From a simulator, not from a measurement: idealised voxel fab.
Title: Process Module voxel transistor to metal
285 nm wide, 5 nm square cells: that's cross-section cut.
Cross-section spec: square-cell grid; bands listed top down; each band is one or more rows.
For a band, the entry starts with two heights in nm, that of the top and then that of the bottom, and carries on with the band's materials in order from left to right, each alongside its width in nm; the word "throughout" beside a single material means it fills the band edge to edge, and "air" means empty space.
Convention: height 0 is the level below which the wafer, as received, is all one material. The lowest band does not terminate at the bottom but continues downward, represented as "z 0 and below".
With a width like "30..40", each row of cells in the band differs from the next by the same amount, the top row carrying the first number and the bottom row the second.
Step marked "everything unchanged"? Then no cell in the cross-section changed in it.
Entry "Sealed internal cavities". Content: empty spaces with no open connection to the top, size 8 cells or greater. Each: width x height at distance. Distance: from left edge. Unit: nm.
Read whatever lies past the settings on a step's line as the simulator's own remark about the step.
"overlay nm" answers the question of how far to the right of plan the mask lay on a step that has a mask, and when it is negative the answer is to the left.
Each of the pairs that make up the rest of this document says: here is the cross-section before one process step, here is the cross-section after it, drawn only down to the lowest band that changed, and here, under the pair, is the step lying between them with its settings. Different pairs may come from different runs of this module on the same starting wafer, so a pair continues from the pair above it only where its entry headed "Prior to step" says so.

PRIOR TO STEP
    z 0 and below  Si throughout
    Sealed internal cavities: none

POST-STEP CROSS-SECTION
    z 5 to 0  SiO2 throughout
    Below 0 it's all the same as before, nothing changed down there.
    Sealed internal cavities: none
The before and after cross-sections above are linked by CONFORMAL_DEP with material SiO2, thk nm 5

Prior to step: The structure entering this step is exactly what the pair just above shows after its step.

POST-STEP CROSS-SECTION
    z 15 to 5  SiN throughout
    Below 5 it's all the same as before, nothing changed down there.
    Sealed internal cavities: none
The before and after cross-sections above are linked by CONFORMAL_DEP with material SiN, thk nm 10

Prior to step: The structure entering this step is exactly what the pair just above shows after its step.

POST-STEP CROSS-SECTION
    z 35 to 15  air 20 nm, then resist 110 nm, then air 25 nm, then resist 110 nm, then air 20 nm
    Below 15 it's all the same as before, nothing changed down there.
    Sealed internal cavities: none
The before and after cross-sections above are linked by PATTERN with tone cover, mask id ACTIVE, material resist, width nm 110, pitch nm 135, thk nm 20, overlay nm 0

Prior to step: The structure entering this step is exactly what the pair just above shows after its step.

POST-STEP CROSS-SECTION
    z 35 to 15  air 20 nm, then resist 110 nm, then air 25 nm, then resist 110 nm, then air 20 nm
    z 15 to 5  air 20 nm, then SiN 110 nm, then air 25 nm, then SiN 110 nm, then air 20 nm
    Below 5 it's all the same as before, nothing changed down there.
    Sealed internal cavities: none
The before and after cross-sections above are linked by DIRECTIONAL_ETCH with etch materials SiN, depth nm 10

Prior to step: The structure entering this step is exactly what the pair just above shows after its step.

POST-STEP CROSS-SECTION
    z 35 to 15  air 20 nm, then resist 110 nm, then air 25 nm, then resist 110 nm, then air 20 nm
    z 15 to 5  air 20 nm, then SiN 110 nm, then air 25 nm, then SiN 110 nm, then air 20 nm
    z 5 to 0  air 20 nm, then SiO2 110 nm, then air 25 nm, then SiO2 110 nm, then air 20 nm
    Below 0 it's all the same as before, nothing changed down there.
    Sealed internal cavities: none
The before and after cross-sections above are linked by DIRECTIONAL_ETCH with etch materials SiO2, depth nm 5

Prior to step: The structure entering this step is exactly what the pair just above shows after its step.

POST-STEP CROSS-SECTION
    z 35 to 15  air 20 nm, then resist 110 nm, then air 25 nm, then resist 110 nm, then air 20 nm
    z 15 to 5  air 20 nm, then SiN 110 nm, then air 25 nm, then SiN 110 nm, then air 20 nm
    z 5 to 0  air 20 nm, then SiO2 110 nm, then air 25 nm, then SiO2 110 nm, then air 20 nm
    z 0 to -25  air 20 nm, then Si 110 nm, then air 25 nm, then Si 110 nm, then air 20 nm
    Below -25 it's all the same as before, nothing changed down there.
    Sealed internal cavities: none
The before and after cross-sections above are linked by DIRECTIONAL_ETCH with etch materials Si, depth nm 25

Prior to step: The structure entering this step is exactly what the pair just above shows after its step.

POST-STEP CROSS-SECTION
    z 15 to 5  air 20 nm, then SiN 110 nm, then air 25 nm, then SiN 110 nm, then air 20 nm
    Below 5 it's all the same as before, nothing changed down there.
    Sealed internal cavities: none
The before and after cross-sections above are linked by STRIP with etch materials resist

Prior to step: The structure entering this step is exactly what the pair just above shows after its step.

POST-STEP CROSS-SECTION
    z 20 to 15  SiO2 throughout
    z 15 to 5  SiO2 20 nm, then SiN 110 nm, then SiO2 25 nm, then SiN 110 nm, then SiO2 20 nm
    z 5 to 0  SiO2 throughout
    z 0 to -25  SiO2 20 nm, then Si 110 nm, then SiO2 25 nm, then Si 110 nm, then SiO2 20 nm
    Below -25 it's all the same as before, nothing changed down there.
    Sealed internal cavities: none
The before and after cross-sections above are linked by FILL_DEP with material SiO2, thk nm 5

Prior to step: The structure entering this step is exactly what the pair just above shows after its step.

POST-STEP CROSS-SECTION
    z 15 to 5  SiO2 20 nm, then SiN 110 nm, then SiO2 25 nm, then SiN 110 nm, then SiO2 20 nm
    Below 5 it's all the same as before, nothing changed down there.
    Sealed internal cavities: none
The before and after cross-sections above are linked by CMP with height nm 15

Prior to step: The structure entering this step is exactly what the pair just above shows after its step.

POST-STEP CROSS-SECTION
    z 15 to 10  air 20 nm, then SiN 110 nm, then air 25 nm, then SiN 110 nm, then air 20 nm
    Below 10 it's all the same as before, nothing changed down there.
    Sealed internal cavities: none
The before and after cross-sections above are linked by SELECTIVE_ETCH with etch materials SiO2, depth nm 5

Prior to step: The structure entering this step is exactly what the pair just above shows after its step.

POST-STEP CROSS-SECTION
    z 10 to 5  SiO2 20 nm, then air 110 nm, then SiO2 25 nm, then air 110 nm, then SiO2 20 nm
    Below 5 it's all the same as before, nothing changed down there.
    Sealed internal cavities: none
The before and after cross-sections above are linked by STRIP with etch materials SiN

Prior to step: The structure entering this step is exactly what the pair just above shows after its step.

POST-STEP CROSS-SECTION
    z 5 to 0  SiO2 15 nm, then air 120 nm, then SiO2 15 nm, then air 120 nm, then SiO2 15 nm
    Below 0 it's all the same as before, nothing changed down there.
    Sealed internal cavities: none
The before and after cross-sections above are linked by SELECTIVE_ETCH with etch materials SiO2, depth nm 5

Prior to step: The structure entering this step is exactly what the pair just above shows after its step.

POST-STEP CROSS-SECTION
    z 5 to 0  SiO2 15 nm, then air 120 nm, then SiO2 15 nm, then air 120 nm, then SiO2 15 nm
    z 0 to -5  SiO2 throughout
    Below -5 it's all the same as before, nothing changed down there.
    Sealed internal cavities: none
The before and after cross-sections above are linked by OXIDIZE with depth nm 5

Prior to step: The structure entering this step is exactly what the pair just above shows after its step.

POST-STEP CROSS-SECTION
    z 35 to 30  polySi 15 nm, then air 120 nm, then polySi 15 nm, then air 120 nm, then polySi 15 nm
    z 30 to 5  polySi throughout
    z 5 to 0  SiO2 15 nm, then polySi 120 nm, then SiO2 15 nm, then polySi 120 nm, then SiO2 15 nm
    Below 0 it's all the same as before, nothing changed down there.
    Sealed internal cavities: none
The before and after cross-sections above are linked by DIRECTIONAL_DEP with material polySi, thk nm 30

Prior to step: The structure entering this step is exactly what the pair just above shows after its step.

POST-STEP CROSS-SECTION
    z 45 to 40  SiCN 15 nm, then air 120 nm, then SiCN 15 nm, then air 120 nm, then SiCN 15 nm
    z 40 to 35  SiCN throughout
    z 35 to 30  polySi 15 nm, then SiCN 120 nm, then polySi 15 nm, then SiCN 120 nm, then polySi 15 nm
    Below 30 it's all the same as before, nothing changed down there.
    Sealed internal cavities: none
The before and after cross-sections above are linked by DIRECTIONAL_DEP with material SiCN, thk nm 10

Prior to step: The structure entering this step is exactly what the pair just above shows after its step.

POST-STEP CROSS-SECTION
    z 40 to 35  air 65 nm, then SiCN 20 nm, then air 115 nm, then SiCN 20 nm, then air 65 nm
    z 35 to 30  polySi 15 nm, then air 50 nm, then SiCN 20 nm, then air 50 nm, then polySi 15 nm, then air 50 nm, then SiCN 20 nm, then air 50 nm, then polySi 15 nm
    Below 30 it's all the same as before, nothing changed down there.
    Sealed internal cavities: none
The before and after cross-sections above are linked by MASKED_ETCH with tone cover, mask id GATE, width nm 20, pitch nm 135, etch materials SiCN, depth nm 20, overlay nm 0

Prior to step: The structure entering this step is exactly what the pair just above shows after its step.

POST-STEP CROSS-SECTION
    z 40 to 30  air 65 nm, then SiCN 20 nm, then air 115 nm, then SiCN 20 nm, then air 65 nm
    z 30 to 5  air 65 nm, then polySi 20 nm, then air 115 nm, then polySi 20 nm, then air 65 nm
    z 5 to 0  SiO2 15 nm, then air 50 nm, then polySi 20 nm, then air 50 nm, then SiO2 15 nm, then air 50 nm, then polySi 20 nm, then air 50 nm, then SiO2 15 nm
    Below 0 it's all the same as before, nothing changed down there.
    Sealed internal cavities: none
The before and after cross-sections above are linked by MASKED_ETCH with tone cover, mask id GATE, width nm 20, pitch nm 135, etch materials polySi, depth nm 40, overlay nm 0

Prior to step: The structure entering this step is exactly what the pair just above shows after its step.

POST-STEP CROSS-SECTION
    z 45 to 40  air 60 nm, then SiO2 30 nm, then air 105 nm, then SiO2 30 nm, then air 60 nm
    z 40 to 30  air 60 nm, then SiO2 5 nm, then SiCN 20 nm, then SiO2 5 nm, then air 105 nm, then SiO2 5 nm, then SiCN 20 nm, then SiO2 5 nm, then air 60 nm
    z 30 to 10  air 60 nm, then SiO2 5 nm, then polySi 20 nm, then SiO2 5 nm, then air 105 nm, then SiO2 5 nm, then polySi 20 nm, then SiO2 5 nm, then air 60 nm
    z 10 to 5  SiO2 20 nm, then air 40 nm, then SiO2 5 nm, then polySi 20 nm, then SiO2 5 nm, then air 40 nm, then SiO2 25 nm, then air 40 nm, then SiO2 5 nm, then polySi 20 nm, then SiO2 5 nm, then air 40 nm, then SiO2 20 nm
    z 5 to 0  SiO2 65 nm, then polySi 20 nm, then SiO2 115 nm, then polySi 20 nm, then SiO2 65 nm
    Below 0 it's all the same as before, nothing changed down there.
    Sealed internal cavities: none
The before and after cross-sections above are linked by CONFORMAL_DEP with material SiO2, thk nm 5

Prior to step: The structure entering this step is exactly what the pair just above shows after its step.

POST-STEP CROSS-SECTION
    z 40 to 30  air 60 nm, then SiO2 5 nm, then SiCN 20 nm, then SiO2 5 nm, then air 105 nm, then SiO2 5 nm, then SiCN 20 nm, then SiO2 5 nm, then air 60 nm
    z 30 to 5  air 60 nm, then SiO2 5 nm, then polySi 20 nm, then SiO2 5 nm, then air 105 nm, then SiO2 5 nm, then polySi 20 nm, then SiO2 5 nm, then air 60 nm
    z 5 to 0  SiO2 20 nm, then air 40 nm, then SiO2 5 nm, then polySi 20 nm, then SiO2 5 nm, then air 40 nm, then SiO2 25 nm, then air 40 nm, then SiO2 5 nm, then polySi 20 nm, then SiO2 5 nm, then air 40 nm, then SiO2 20 nm
    Below 0 it's all the same as before, nothing changed down there.
    Sealed internal cavities: none
The before and after cross-sections above are linked by DIRECTIONAL_ETCH with etch materials SiO2, depth nm 5

Prior to step: The structure entering this step is exactly what the pair just above shows after its step.

POST-STEP CROSS-SECTION
    z 50 to 40  air 50 nm, then SiN 50 nm, then air 85 nm, then SiN 50 nm, then air 50 nm
    z 40 to 30  air 50 nm, then SiN 10 nm, then SiO2 5 nm, then SiCN 20 nm, then SiO2 5 nm, then SiN 10 nm, then air 85 nm, then SiN 10 nm, then SiO2 5 nm, then SiCN 20 nm, then SiO2 5 nm, then SiN 10 nm, then air 50 nm
    z 30 to 15  air 50 nm, then SiN 10 nm, then SiO2 5 nm, then polySi 20 nm, then SiO2 5 nm, then SiN 10 nm, then air 85 nm, then SiN 10 nm, then SiO2 5 nm, then polySi 20 nm, then SiO2 5 nm, then SiN 10 nm, then air 50 nm
    z 15 to 10  SiN 30 nm, then air 20 nm, then SiN 10 nm, then SiO2 5 nm, then polySi 20 nm, then SiO2 5 nm, then SiN 10 nm, then air 20 nm, then SiN 45 nm, then air 20 nm, then SiN 10 nm, then SiO2 5 nm, then polySi 20 nm, then SiO2 5 nm, then SiN 10 nm, then air 20 nm, then SiN 30 nm
    z 10 to 5  SiN 60 nm, then SiO2 5 nm, then polySi 20 nm, then SiO2 5 nm, then SiN 105 nm, then SiO2 5 nm, then polySi 20 nm, then SiO2 5 nm, then SiN 60 nm
    z 5 to 0  SiO2 20 nm, then SiN 40 nm, then SiO2 5 nm, then polySi 20 nm, then SiO2 5 nm, then SiN 40 nm, then SiO2 25 nm, then SiN 40 nm, then SiO2 5 nm, then polySi 20 nm, then SiO2 5 nm, then SiN 40 nm, then SiO2 20 nm
    Below 0 it's all the same as before, nothing changed down there.
    Sealed internal cavities: none
The before and after cross-sections above are linked by CONFORMAL_DEP with material SiN, thk nm 10

Prior to step: The structure entering this step is exactly what the pair just above shows after its step.

POST-STEP CROSS-SECTION
    z 40 to 30  air 50 nm, then SiN 10 nm, then SiO2 5 nm, then SiCN 20 nm, then SiO2 5 nm, then SiN 10 nm, then air 85 nm, then SiN 10 nm, then SiO2 5 nm, then SiCN 20 nm, then SiO2 5 nm, then SiN 10 nm, then air 50 nm
    z 30 to 5  air 50 nm, then SiN 10 nm, then SiO2 5 nm, then polySi 20 nm, then SiO2 5 nm, then SiN 10 nm, then air 85 nm, then SiN 10 nm, then SiO2 5 nm, then polySi 20 nm, then SiO2 5 nm, then SiN 10 nm, then air 50 nm
    z 5 to 0  SiO2 20 nm, then SiN 10 nm, then air 20 nm, then SiN 10 nm, then SiO2 5 nm, then polySi 20 nm, then SiO2 5 nm, then SiN 10 nm, then air 20 nm, then SiN 10 nm, then SiO2 25 nm, then SiN 10 nm, then air 20 nm, then SiN 10 nm, then SiO2 5 nm, then polySi 20 nm, then SiO2 5 nm, then SiN 10 nm, then air 20 nm, then SiN 10 nm, then SiO2 20 nm
    Below 0 it's all the same as before, nothing changed down there.
    Sealed internal cavities: none
The before and after cross-sections above are linked by DIRECTIONAL_ETCH with etch materials SiN, depth nm 10

Prior to step: The structure entering this step is exactly what the pair just above shows after its step.

POST-STEP CROSS-SECTION
    z 40 to 35  air 50 nm, then SiN 10 nm, then air 5 nm, then SiCN 20 nm, then air 5 nm, then SiN 10 nm, then air 85 nm, then SiN 10 nm, then air 5 nm, then SiCN 20 nm, then air 5 nm, then SiN 10 nm, then air 50 nm
    z 35 to 30  air 50 nm, then SiN 10 nm, then SiO2 5 nm, then SiCN 20 nm, then SiO2 5 nm, then SiN 10 nm, then air 85 nm, then SiN 10 nm, then SiO2 5 nm, then SiCN 20 nm, then SiO2 5 nm, then SiN 10 nm, then air 50 nm
    z 30 to 5  air 50 nm, then SiN 10 nm, then SiO2 5 nm, then polySi 20 nm, then SiO2 5 nm, then SiN 10 nm, then air 85 nm, then SiN 10 nm, then SiO2 5 nm, then polySi 20 nm, then SiO2 5 nm, then SiN 10 nm, then air 50 nm
    z 5 to 0  air 20 nm, then SiN 10 nm, then air 20 nm, then SiN 10 nm, then SiO2 5 nm, then polySi 20 nm, then SiO2 5 nm, then SiN 10 nm, then air 20 nm, then SiN 10 nm, then air 25 nm, then SiN 10 nm, then air 20 nm, then SiN 10 nm, then SiO2 5 nm, then polySi 20 nm, then SiO2 5 nm, then SiN 10 nm, then air 20 nm, then SiN 10 nm, then air 20 nm
    z 0 to -5  SiO2 30 nm, then air 20 nm, then SiO2 50 nm, then air 20 nm, then SiO2 45 nm, then air 20 nm, then SiO2 50 nm, then air 20 nm, then SiO2 30 nm
    Below -5 it's all the same as before, nothing changed down there.
    Sealed internal cavities: none
The before and after cross-sections above are linked by DIRECTIONAL_ETCH with etch materials SiO2, depth nm 5

Prior to step: The structure entering this step is exactly what the pair just above shows after its step.

POST-STEP CROSS-SECTION
    z 40 to 35  air 50 nm, then SiN 10 nm, then air 5 nm, then SiCN 20 nm, then air 5 nm, then SiN 10 nm, then air 85 nm, then SiN 10 nm, then air 5 nm, then SiCN 20 nm, then air 5 nm, then SiN 10 nm, then air 50 nm
    z 35 to 30  air 50 nm, then SiN 10 nm, then SiO2 5 nm, then SiCN 20 nm, then SiO2 5 nm, then SiN 10 nm, then air 85 nm, then SiN 10 nm, then SiO2 5 nm, then SiCN 20 nm, then SiO2 5 nm, then SiN 10 nm, then air 50 nm
    z 30 to 5  air 50 nm, then SiN 10 nm, then SiO2 5 nm, then polySi 20 nm, then SiO2 5 nm, then SiN 10 nm, then air 85 nm, then SiN 10 nm, then SiO2 5 nm, then polySi 20 nm, then SiO2 5 nm, then SiN 10 nm, then air 50 nm
    z 5 to 0  air 20 nm, then SiN 10 nm, then air 20 nm, then SiN 10 nm, then SiO2 5 nm, then polySi 20 nm, then SiO2 5 nm, then SiN 10 nm, then air 20 nm, then SiN 10 nm, then air 25 nm, then SiN 10 nm, then air 20 nm, then SiN 10 nm, then SiO2 5 nm, then polySi 20 nm, then SiO2 5 nm, then SiN 10 nm, then air 20 nm, then SiN 10 nm, then air 20 nm
    z 0 to -5  SiO2 30 nm, then SiGe 20 nm, then SiO2 50 nm, then SiGe 20 nm, then SiO2 45 nm, then SiGe 20 nm, then SiO2 50 nm, then SiGe 20 nm, then SiO2 30 nm
    Below -5 it's all the same as before, nothing changed down there.
    Sealed internal cavities: none
The before and after cross-sections above are linked by EPI with material SiGe, thk nm 5

Prior to step: The structure entering this step is exactly what the pair just above shows after its step.

POST-STEP CROSS-SECTION
    z 45 to 40  SiO2 throughout
    z 40 to 30  SiO2 50 nm, then SiN 10 nm, then SiO2 5 nm, then SiCN 20 nm, then SiO2 5 nm, then SiN 10 nm, then SiO2 85 nm, then SiN 10 nm, then SiO2 5 nm, then SiCN 20 nm, then SiO2 5 nm, then SiN 10 nm, then SiO2 50 nm
    z 30 to 5  SiO2 50 nm, then SiN 10 nm, then SiO2 5 nm, then polySi 20 nm, then SiO2 5 nm, then SiN 10 nm, then SiO2 85 nm, then SiN 10 nm, then SiO2 5 nm, then polySi 20 nm, then SiO2 5 nm, then SiN 10 nm, then SiO2 50 nm
    z 5 to 0  SiO2 20 nm, then SiN 10 nm, then SiO2 20 nm, then SiN 10 nm, then SiO2 5 nm, then polySi 20 nm, then SiO2 5 nm, then SiN 10 nm, then SiO2 20 nm, then SiN 10 nm, then SiO2 25 nm, then SiN 10 nm, then SiO2 20 nm, then SiN 10 nm, then SiO2 5 nm, then polySi 20 nm, then SiO2 5 nm, then SiN 10 nm, then SiO2 20 nm, then SiN 10 nm, then SiO2 20 nm
    Below 0 it's all the same as before, nothing changed down there.
    Sealed internal cavities: none
The before and after cross-sections above are linked by FILL_DEP with material SiO2, thk nm 5

Prior to step: The structure entering this step is exactly what the pair just above shows after its step.

POST-STEP CROSS-SECTION
    z 40 to 30  SiO2 50 nm, then SiN 10 nm, then SiO2 5 nm, then SiCN 20 nm, then SiO2 5 nm, then SiN 10 nm, then SiO2 85 nm, then SiN 10 nm, then SiO2 5 nm, then SiCN 20 nm, then SiO2 5 nm, then SiN 10 nm, then SiO2 50 nm
    Below 30 it's all the same as before, nothing changed down there.
    Sealed internal cavities: none
The before and after cross-sections above are linked by CMP with height nm 40

Prior to step: The structure entering this step is exactly what the pair just above shows after its step.

POST-STEP CROSS-SECTION
    z 55 to 40  SiO2 throughout
    Below 40 it's all the same as before, nothing changed down there.
    Sealed internal cavities: none
The before and after cross-sections above are linked by DIRECTIONAL_DEP with material SiO2, thk nm 15

Prior to step: The structure entering this step is exactly what the pair just above shows after its step.

POST-STEP CROSS-SECTION
    z 75 to 55  resist 30 nm, then air 30 nm, then resist 30 nm, then air 30 nm, then resist 45 nm, then air 30 nm, then resist 30 nm, then air 30 nm, then resist 30 nm
    Below 55 it's all the same as before, nothing changed down there.
    Sealed internal cavities: none
The before and after cross-sections above are linked by PATTERN with tone open, mask id CONTACT, material resist, width nm 30, thk nm 20, overlay nm 0

Prior to step: The structure entering this step is exactly what the pair just above shows after its step.

POST-STEP CROSS-SECTION
    z 75 to 55  resist 30 nm, then air 30 nm, then resist 30 nm, then air 30 nm, then resist 45 nm, then air 30 nm, then resist 30 nm, then air 30 nm, then resist 30 nm
    z 55 to 40  SiO2 30 nm, then air 30 nm, then SiO2 30 nm, then air 30 nm, then SiO2 45 nm, then air 30 nm, then SiO2 30 nm, then air 30 nm, then SiO2 30 nm
    z 40 to 30  SiO2 30 nm, then air 20 nm, then SiN 10 nm, then SiO2 5 nm, then SiCN 20 nm, then SiO2 5 nm, then SiN 10 nm, then air 20 nm, then SiO2 45 nm, then air 20 nm, then SiN 10 nm, then SiO2 5 nm, then SiCN 20 nm, then SiO2 5 nm, then SiN 10 nm, then air 20 nm, then SiO2 30 nm
    z 30 to 5  SiO2 30 nm, then air 20 nm, then SiN 10 nm, then SiO2 5 nm, then polySi 20 nm, then SiO2 5 nm, then SiN 10 nm, then air 20 nm, then SiO2 45 nm, then air 20 nm, then SiN 10 nm, then SiO2 5 nm, then polySi 20 nm, then SiO2 5 nm, then SiN 10 nm, then air 20 nm, then SiO2 30 nm
    z 5 to 0  SiO2 20 nm, then SiN 10 nm, then air 20 nm, then SiN 10 nm, then SiO2 5 nm, then polySi 20 nm, then SiO2 5 nm, then SiN 10 nm, then air 20 nm, then SiN 10 nm, then SiO2 25 nm, then SiN 10 nm, then air 20 nm, then SiN 10 nm, then SiO2 5 nm, then polySi 20 nm, then SiO2 5 nm, then SiN 10 nm, then air 20 nm, then SiN 10 nm, then SiO2 20 nm
    Below 0 it's all the same as before, nothing changed down there.
    Sealed internal cavities: none
The before and after cross-sections above are linked by DIRECTIONAL_ETCH with etch materials SiO2, depth nm 55

Prior to step: The structure entering this step is exactly what the pair just above shows after its step.

POST-STEP CROSS-SECTION
    z 55 to 40  SiO2 30 nm, then air 30 nm, then SiO2 30 nm, then air 30 nm, then SiO2 45 nm, then air 30 nm, then SiO2 30 nm, then air 30 nm, then SiO2 30 nm
    Below 40 it's all the same as before, nothing changed down there.
    Sealed internal cavities: none
The before and after cross-sections above are linked by STRIP with etch materials resist

Prior to step: The structure entering this step is exactly what the pair just above shows after its step.

POST-STEP CROSS-SECTION
    z 60 to 55  TiN 35 nm, then air 20 nm, then TiN 40 nm, then air 20 nm, then TiN 55 nm, then air 20 nm, then TiN 40 nm, then air 20 nm, then TiN 35 nm
    z 55 to 45  SiO2 30 nm, then TiN 5 nm, then air 20 nm, then TiN 5 nm, then SiO2 30 nm, then TiN 5 nm, then air 20 nm, then TiN 5 nm, then SiO2 45 nm, then TiN 5 nm, then air 20 nm, then TiN 5 nm, then SiO2 30 nm, then TiN 5 nm, then air 20 nm, then TiN 5 nm, then SiO2 30 nm
    z 45 to 40  SiO2 30 nm, then TiN 5 nm, then air 10 nm, then TiN 15 nm, then SiO2 30 nm, then TiN 15 nm, then air 10 nm, then TiN 5 nm, then SiO2 45 nm, then TiN 5 nm, then air 10 nm, then TiN 15 nm, then SiO2 30 nm, then TiN 15 nm, then air 10 nm, then TiN 5 nm, then SiO2 30 nm
    z 40 to 30  SiO2 30 nm, then TiN 5 nm, then air 10 nm, then TiN 5 nm, then SiN 10 nm, then SiO2 5 nm, then SiCN 20 nm, then SiO2 5 nm, then SiN 10 nm, then TiN 5 nm, then air 10 nm, then TiN 5 nm, then SiO2 45 nm, then TiN 5 nm, then air 10 nm, then TiN 5 nm, then SiN 10 nm, then SiO2 5 nm, then SiCN 20 nm, then SiO2 5 nm, then SiN 10 nm, then TiN 5 nm, then air 10 nm, then TiN 5 nm, then SiO2 30 nm
    z 30 to 5  SiO2 30 nm, then TiN 5 nm, then air 10 nm, then TiN 5 nm, then SiN 10 nm, then SiO2 5 nm, then polySi 20 nm, then SiO2 5 nm, then SiN 10 nm, then TiN 5 nm, then air 10 nm, then TiN 5 nm, then SiO2 45 nm, then TiN 5 nm, then air 10 nm, then TiN 5 nm, then SiN 10 nm, then SiO2 5 nm, then polySi 20 nm, then SiO2 5 nm, then SiN 10 nm, then TiN 5 nm, then air 10 nm, then TiN 5 nm, then SiO2 30 nm
    z 5 to 0  SiO2 20 nm, then SiN 10 nm, then TiN 20 nm, then SiN 10 nm, then SiO2 5 nm, then polySi 20 nm, then SiO2 5 nm, then SiN 10 nm, then TiN 20 nm, then SiN 10 nm, then SiO2 25 nm, then SiN 10 nm, then TiN 20 nm, then SiN 10 nm, then SiO2 5 nm, then polySi 20 nm, then SiO2 5 nm, then SiN 10 nm, then TiN 20 nm, then SiN 10 nm, then SiO2 20 nm
    Below 0 it's all the same as before, nothing changed down there.
    Sealed internal cavities: none
The before and after cross-sections above are linked by CONFORMAL_DEP with material TiN, thk nm 5

Prior to step: The structure entering this step is exactly what the pair just above shows after its step.

POST-STEP CROSS-SECTION
    z 65 to 60  W throughout
    z 60 to 55  TiN 35 nm, then W 20 nm, then TiN 40 nm, then W 20 nm, then TiN 55 nm, then W 20 nm, then TiN 40 nm, then W 20 nm, then TiN 35 nm
    z 55 to 45  SiO2 30 nm, then TiN 5 nm, then W 20 nm, then TiN 5 nm, then SiO2 30 nm, then TiN 5 nm, then W 20 nm, then TiN 5 nm, then SiO2 45 nm, then TiN 5 nm, then W 20 nm, then TiN 5 nm, then SiO2 30 nm, then TiN 5 nm, then W 20 nm, then TiN 5 nm, then SiO2 30 nm
    z 45 to 40  SiO2 30 nm, then TiN 5 nm, then W 10 nm, then TiN 15 nm, then SiO2 30 nm, then TiN 15 nm, then W 10 nm, then TiN 5 nm, then SiO2 45 nm, then TiN 5 nm, then W 10 nm, then TiN 15 nm, then SiO2 30 nm, then TiN 15 nm, then W 10 nm, then TiN 5 nm, then SiO2 30 nm
    z 40 to 30  SiO2 30 nm, then TiN 5 nm, then W 10 nm, then TiN 5 nm, then SiN 10 nm, then SiO2 5 nm, then SiCN 20 nm, then SiO2 5 nm, then SiN 10 nm, then TiN 5 nm, then W 10 nm, then TiN 5 nm, then SiO2 45 nm, then TiN 5 nm, then W 10 nm, then TiN 5 nm, then SiN 10 nm, then SiO2 5 nm, then SiCN 20 nm, then SiO2 5 nm, then SiN 10 nm, then TiN 5 nm, then W 10 nm, then TiN 5 nm, then SiO2 30 nm
    z 30 to 5  SiO2 30 nm, then TiN 5 nm, then W 10 nm, then TiN 5 nm, then SiN 10 nm, then SiO2 5 nm, then polySi 20 nm, then SiO2 5 nm, then SiN 10 nm, then TiN 5 nm, then W 10 nm, then TiN 5 nm, then SiO2 45 nm, then TiN 5 nm, then W 10 nm, then TiN 5 nm, then SiN 10 nm, then SiO2 5 nm, then polySi 20 nm, then SiO2 5 nm, then SiN 10 nm, then TiN 5 nm, then W 10 nm, then TiN 5 nm, then SiO2 30 nm
    Below 5 it's all the same as before, nothing changed down there.
    Sealed internal cavities: none
The before and after cross-sections above are linked by FILL_DEP with material W, thk nm 5

Prior to step: The structure entering this step is exactly what the pair just above shows after its step.

POST-STEP CROSS-SECTION
    z 55 to 45  SiO2 30 nm, then TiN 5 nm, then W 20 nm, then TiN 5 nm, then SiO2 30 nm, then TiN 5 nm, then W 20 nm, then TiN 5 nm, then SiO2 45 nm, then TiN 5 nm, then W 20 nm, then TiN 5 nm, then SiO2 30 nm, then TiN 5 nm, then W 20 nm, then TiN 5 nm, then SiO2 30 nm
    Below 45 it's all the same as before, nothing changed down there.
    Sealed internal cavities: none
The before and after cross-sections above are linked by CMP with height nm 55

Prior to step: The structure entering this step is exactly what the pair just above shows after its step.

POST-STEP CROSS-SECTION
    z 60 to 55  TiN throughout
    Below 55 it's all the same as before, nothing changed down there.
    Sealed internal cavities: none
The before and after cross-sections above are linked by DIRECTIONAL_DEP with material TiN, thk nm 5

Prior to step: The structure entering this step is exactly what the pair just above shows after its step.

POST-STEP CROSS-SECTION
    z 85 to 60  Ru throughout
    Below 60 it's all the same as before, nothing changed down there.
    Sealed internal cavities: none
The before and after cross-sections above are linked by DIRECTIONAL_DEP with material Ru, thk nm 25

Prior to step: The structure entering this step is exactly what the pair just above shows after its step.

POST-STEP CROSS-SECTION
    z 100 to 85  air 30 nm, then resist 20 nm, then air 50 nm, then resist 20 nm, then air 45 nm, then resist 20 nm, then air 50 nm, then resist 20 nm, then air 30 nm
    Below 85 it's all the same as before, nothing changed down there.
    Sealed internal cavities: none
The before and after cross-sections above are linked by PATTERN with tone cover, mask id METAL_1, material resist, width nm 20, thk nm 15, overlay nm 0

Prior to step: The structure entering this step is exactly what the pair just above shows after its step.

POST-STEP CROSS-SECTION
    z 100 to 85  air 30 nm, then resist 20 nm, then air 50 nm, then resist 20 nm, then air 45 nm, then resist 20 nm, then air 50 nm, then resist 20 nm, then air 30 nm
    z 85 to 60  air 30 nm, then Ru 20 nm, then air 50 nm, then Ru 20 nm, then air 45 nm, then Ru 20 nm, then air 50 nm, then Ru 20 nm, then air 30 nm
    Below 60 it's all the same as before, nothing changed down there.
    Sealed internal cavities: none
The before and after cross-sections above are linked by DIRECTIONAL_ETCH with etch materials Ru, depth nm 25

Prior to step: The structure entering this step is exactly what the pair just above shows after its step.

POST-STEP CROSS-SECTION
    z 100 to 85  air 30 nm, then resist 20 nm, then air 50 nm, then resist 20 nm, then air 45 nm, then resist 20 nm, then air 50 nm, then resist 20 nm, then air 30 nm
    z 85 to 60  air 30 nm, then Ru 20 nm, then air 50 nm, then Ru 20 nm, then air 45 nm, then Ru 20 nm, then air 50 nm, then Ru 20 nm, then air 30 nm
    z 60 to 55  air 30 nm, then TiN 20 nm, then air 50 nm, then TiN 20 nm, then air 45 nm, then TiN 20 nm, then air 50 nm, then TiN 20 nm, then air 30 nm
    Below 55 it's all the same as before, nothing changed down there.
    Sealed internal cavities: none
The before and after cross-sections above are linked by DIRECTIONAL_ETCH with etch materials TiN, depth nm 5

Prior to step: The structure entering this step is exactly what the pair just above shows after its step.

POST-STEP CROSS-SECTION
    z 85 to 60  air 30 nm, then Ru 20 nm, then air 50 nm, then Ru 20 nm, then air 45 nm, then Ru 20 nm, then air 50 nm, then Ru 20 nm, then air 30 nm
    Below 60 it's all the same as before, nothing changed down there.
    Sealed internal cavities: none
The before and after cross-sections above are linked by STRIP with etch materials resist
